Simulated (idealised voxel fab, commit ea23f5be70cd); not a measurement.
Process module under the name voxel self aligned vias
Cross-section cut spans 225 nm and uses square cells 5 nm in size.
The cross-sections in this document take the form of a grid made of square cells. They are written out as bands, in order from top to bottom. Each band consists of one or more rows of cells. Read a band's entry like this: the first values are the height of its top and the height of its bottom in nm, and what follows is the sequence of materials from left to right, each with its width in nm. Note that "empty" is empty space, and that a single material marked "throughout" reaches across the band from edge to edge. The level at which height equals 0 is the one under which the wafer, as it arrives, is entirely one material. No lower edge exists for the bottom band, which continues downward and is notated as in "z 0 and below". Per-row width for "30->40": begins at first number (top row of band), ends at second number (bottom row), increment between rows held constant. No cell of the cross-section changed in a step that is given as "same as before". "Catalogued sealed voids" enumerates empty spaces isolated from the top, with no open way to it, that contain at least 8 cells, giving each as width x height at distance from the left edge, all three in nm. Note: text after step settings on the step line = simulator remark on that step. For masked steps, "overlay nm" on the step line gives how far right of plan the mask actually lay; a minus sign means it lay to the left.
Below is the list of planned process steps
1 op RECEIVE | material Si
2 op CONFORMAL_DEP | material SiO2 | thk nm 15
3 op CONFORMAL_DEP | material SiCN | thk nm 5
4 op DIRECTIONAL_DEP | material SiO2 | thk nm 20
5 op MASKED_ETCH | tone open | mask id LINES | width nm 25 | pitch nm 75 | etch materials SiO2 | depth nm 20 | overlay nm 0
6 op CONFORMAL_DEP | material TiN | thk nm 5
7 op FILL_DEP | material W | thk nm 10
8 op CMP | height nm 40
9 op SELECTIVE_ETCH | etch materials W Ru TiN | depth nm 5
10 op FILL_DEP | material SiN | thk nm 10
11 op CMP | height nm 40
12 op DIRECTIONAL_DEP | material SiO2 | thk nm 15
13 op DIRECTIONAL_DEP | material aC | thk nm 10
14 op PATTERN | tone open | mask id VIAS | material resist | width nm 45 | pitch nm 75 | thk nm 30 | overlay nm 0
15 op DIRECTIONAL_ETCH | etch materials aC | depth nm 10
16 op STRIP | etch materials resist
17 op DIRECTIONAL_ETCH | etch materials SiO2 | depth nm 15
18 op DIRECTIONAL_ETCH | etch materials SiN | depth nm 5
19 op STRIP | etch materials aC
20 op CONFORMAL_DEP | material TiN | thk nm 5
21 op FILL_DEP | material Cu | thk nm 10
22 op CMP | height nm 55
23 op CONFORMAL_DEP | material SiN | thk nm 5
First wafer out of two, processed as planned
Shown in cross-section is the wafer as received, that is, as it stands after step 1
- z 0 and below  Si throughout
- Catalogued sealed voids: none
Wafer xsec, post step 2
- z 15 to 0  SiO2 throughout
- Lower than 0, everything is as it was.
Wafer xsec, post step 3
- z 20 to 15  SiCN throughout
- Lower than 15, everything is as it was.
Wafer xsec, post step 4
- z 40 to 20  SiO2 throughout
- Lower than 20, everything is as it was.
Wafer xsec, post step 5
- z 40 to 20  SiO2: 60 | empty: 25 | SiO2: 50 | empty: 25 | SiO2: 65
- Lower than 20, everything is as it was.
Wafer xsec, post step 6
- z 45 to 40  TiN: 65 | empty: 15 | TiN: 60 | empty: 15 | TiN: 70
- z 40 to 25  SiO2: 60 | TiN: 5 | empty: 15 | TiN: 5 | SiO2: 50 | TiN: 5 | empty: 15 | TiN: 5 | SiO2: 65
- z 25 to 20  SiO2: 60 | TiN: 25 | SiO2: 50 | TiN: 25 | SiO2: 65
- Lower than 20, everything is as it was.
Wafer xsec, post step 7
- z 55 to 45  W throughout
- z 45 to 40  TiN: 65 | W: 15 | TiN: 60 | W: 15 | TiN: 70
- z 40 to 25  SiO2: 60 | TiN: 5 | W: 15 | TiN: 5 | SiO2: 50 | TiN: 5 | W: 15 | TiN: 5 | SiO2: 65
- Lower than 25, everything is as it was.
Wafer xsec, post step 8
- z 40 to 25  SiO2: 60 | TiN: 5 | W: 15 | TiN: 5 | SiO2: 50 | TiN: 5 | W: 15 | TiN: 5 | SiO2: 65
- Lower than 25, everything is as it was.
Wafer xsec, post step 9
- z 40 to 35  SiO2: 60 | empty: 25 | SiO2: 50 | empty: 25 | SiO2: 65
- Lower than 35, everything is as it was.
Wafer xsec, post step 10
- z 50 to 40  SiN throughout
- z 40 to 35  SiO2: 60 | SiN: 25 | SiO2: 50 | SiN: 25 | SiO2: 65
- Lower than 35, everything is as it was.
Wafer xsec, post step 11
- z 40 to 35  SiO2: 60 | SiN: 25 | SiO2: 50 | SiN: 25 | SiO2: 65
- Lower than 35, everything is as it was.
Wafer xsec, post step 12
- z 55 to 40  SiO2 throughout
- Lower than 40, everything is as it was.
Wafer xsec, post step 13
- z 65 to 55  aC throughout
- Lower than 55, everything is as it was.
Wafer xsec, post step 14
- z 95 to 65  resist: 50 | empty: 45 | resist: 30 | empty: 45 | resist: 55
- Lower than 65, everything is as it was.
Wafer xsec, post step 15
- z 85 to 65  resist: 50 | empty: 45 | resist: 30 | empty: 45 | resist: 55
- z 65 to 55  aC: 50 | empty: 45 | aC: 30 | empty: 45 | aC: 55
- Lower than 55, everything is as it was.
Wafer xsec, post step 16
- z 65 to 55  aC: 50 | empty: 45 | aC: 30 | empty: 45 | aC: 55
- Lower than 55, everything is as it was.
Wafer xsec, post step 17
- z 65 to 55  aC: 50 | empty: 45 | aC: 30 | empty: 45 | aC: 55
- z 55 to 40  SiO2: 50 | empty: 45 | SiO2: 30 | empty: 45 | SiO2: 55
- Lower than 40, everything is as it was.
Wafer xsec, post step 18
- z 65 to 55  aC: 50 | empty: 45 | aC: 30 | empty: 45 | aC: 55
- z 55 to 40  SiO2: 50 | empty: 45 | SiO2: 30 | empty: 45 | SiO2: 55
- z 40 to 35  SiO2: 60 | empty: 25 | SiO2: 50 | empty: 25 | SiO2: 65
- Lower than 35, everything is as it was.
Wafer xsec, post step 19
- z 55 to 40  SiO2: 50 | empty: 45 | SiO2: 30 | empty: 45 | SiO2: 55
- Lower than 40, everything is as it was.
Wafer xsec, post step 20
- z 60 to 55  TiN: 55 | empty: 35 | TiN: 40 | empty: 35 | TiN: 60
- z 55 to 45  SiO2: 50 | TiN: 5 | empty: 35 | TiN: 5 | SiO2: 30 | TiN: 5 | empty: 35 | TiN: 5 | SiO2: 55
- z 45 to 40  SiO2: 50 | TiN: 15 | empty: 15 | TiN: 15 | SiO2: 30 | TiN: 15 | empty: 15 | TiN: 15 | SiO2: 55
- z 40 to 35  SiO2: 60 | TiN: 25 | SiO2: 50 | TiN: 25 | SiO2: 65
- Lower than 35, everything is as it was.
Wafer xsec, post step 21
- z 70 to 60  Cu throughout
- z 60 to 55  TiN: 55 | Cu: 35 | TiN: 40 | Cu: 35 | TiN: 60
- z 55 to 45  SiO2: 50 | TiN: 5 | Cu: 35 | TiN: 5 | SiO2: 30 | TiN: 5 | Cu: 35 | TiN: 5 | SiO2: 55
- z 45 to 40  SiO2: 50 | TiN: 15 | Cu: 15 | TiN: 15 | SiO2: 30 | TiN: 15 | Cu: 15 | TiN: 15 | SiO2: 55
- Lower than 40, everything is as it was.
Wafer xsec, post step 22
- z 55 to 45  SiO2: 50 | TiN: 5 | Cu: 35 | TiN: 5 | SiO2: 30 | TiN: 5 | Cu: 35 | TiN: 5 | SiO2: 55
- Lower than 45, everything is as it was.
Wafer xsec, post step 23
- z 60 to 55  SiN throughout
- Lower than 55, everything is as it was.
The Second Wafer: Common Origin and Plan, One Mistake in Execution, Identical to the First Through Step 13
The second wafer in cross-section, at the planned close of step 14
- z 95 to 65  resist: 50 | empty: 50 | resist: 25 | empty: 50 | resist: 50
- Lower than 65, everything is as it was.
The second wafer in cross-section, at the planned close of step 15
- z 85 to 65  resist: 50 | empty: 50 | resist: 25 | empty: 50 | resist: 50
- z 65 to 55  aC: 50 | empty: 50 | aC: 25 | empty: 50 | aC: 50
- Lower than 55, everything is as it was.
The second wafer in cross-section, at the planned close of step 16
- z 65 to 55  aC: 50 | empty: 50 | aC: 25 | empty: 50 | aC: 50
- Lower than 55, everything is as it was.
The second wafer in cross-section, at the planned close of step 17
- z 65 to 55  aC: 50 | empty: 50 | aC: 25 | empty: 50 | aC: 50
- z 55 to 40  SiO2: 50 | empty: 50 | SiO2: 25 | empty: 50 | SiO2: 50
- Lower than 40, everything is as it was.
The second wafer in cross-section, at the planned close of step 18
- z 65 to 55  aC: 50 | empty: 50 | aC: 25 | empty: 50 | aC: 50
- z 55 to 40  SiO2: 50 | empty: 50 | SiO2: 25 | empty: 50 | SiO2: 50
- z 40 to 35  SiO2: 60 | empty: 25 | SiO2: 50 | empty: 25 | SiO2: 65
- Lower than 35, everything is as it was.
The second wafer in cross-section, at the planned close of step 19
- z 55 to 40  SiO2: 50 | empty: 50 | SiO2: 25 | empty: 50 | SiO2: 50
- Lower than 40, everything is as it was.
The second wafer in cross-section, at the planned close of step 20
- z 60 to 55  TiN: 55 | empty: 40 | TiN: 35 | empty: 40 | TiN: 55
- z 55 to 45  SiO2: 50 | TiN: 5 | empty: 40 | TiN: 5 | SiO2: 25 | TiN: 5 | empty: 40 | TiN: 5 | SiO2: 50
- z 45 to 40  SiO2: 50 | TiN: 15 | empty: 15 | TiN: 20 | SiO2: 25 | TiN: 15 | empty: 15 | TiN: 20 | SiO2: 50
- z 40 to 35  SiO2: 60 | TiN: 25 | SiO2: 50 | TiN: 25 | SiO2: 65
- Lower than 35, everything is as it was.
The second wafer in cross-section, at the planned close of step 21
- z 70 to 60  Cu throughout
- z 60 to 55  TiN: 55 | Cu: 40 | TiN: 35 | Cu: 40 | TiN: 55
- z 55 to 45  SiO2: 50 | TiN: 5 | Cu: 40 | TiN: 5 | SiO2: 25 | TiN: 5 | Cu: 40 | TiN: 5 | SiO2: 50
- z 45 to 40  SiO2: 50 | TiN: 15 | Cu: 15 | TiN: 20 | SiO2: 25 | TiN: 15 | Cu: 15 | TiN: 20 | SiO2: 50
- Lower than 40, everything is as it was.
The second wafer in cross-section, at the planned close of step 22
- z 55 to 45  SiO2: 50 | TiN: 5 | Cu: 40 | TiN: 5 | SiO2: 25 | TiN: 5 | Cu: 40 | TiN: 5 | SiO2: 50
- Lower than 45, everything is as it was.
The second wafer in cross-section, at the planned close of step 23
- z 60 to 55  SiN throughout
- Lower than 55, everything is as it was.
Finding, execution versus plan: step 14 did not happen as planned, as run it was op PATTERN | tone open | mask id VIAS | material resist | width nm 50 | pitch nm 75 | thk nm 30 | overlay nm 0
Counted in cells at the end, the second wafer holds more or fewer of these materials than the first: Cu: 4 more, SiO2: 6 fewer, TiN: 2 more
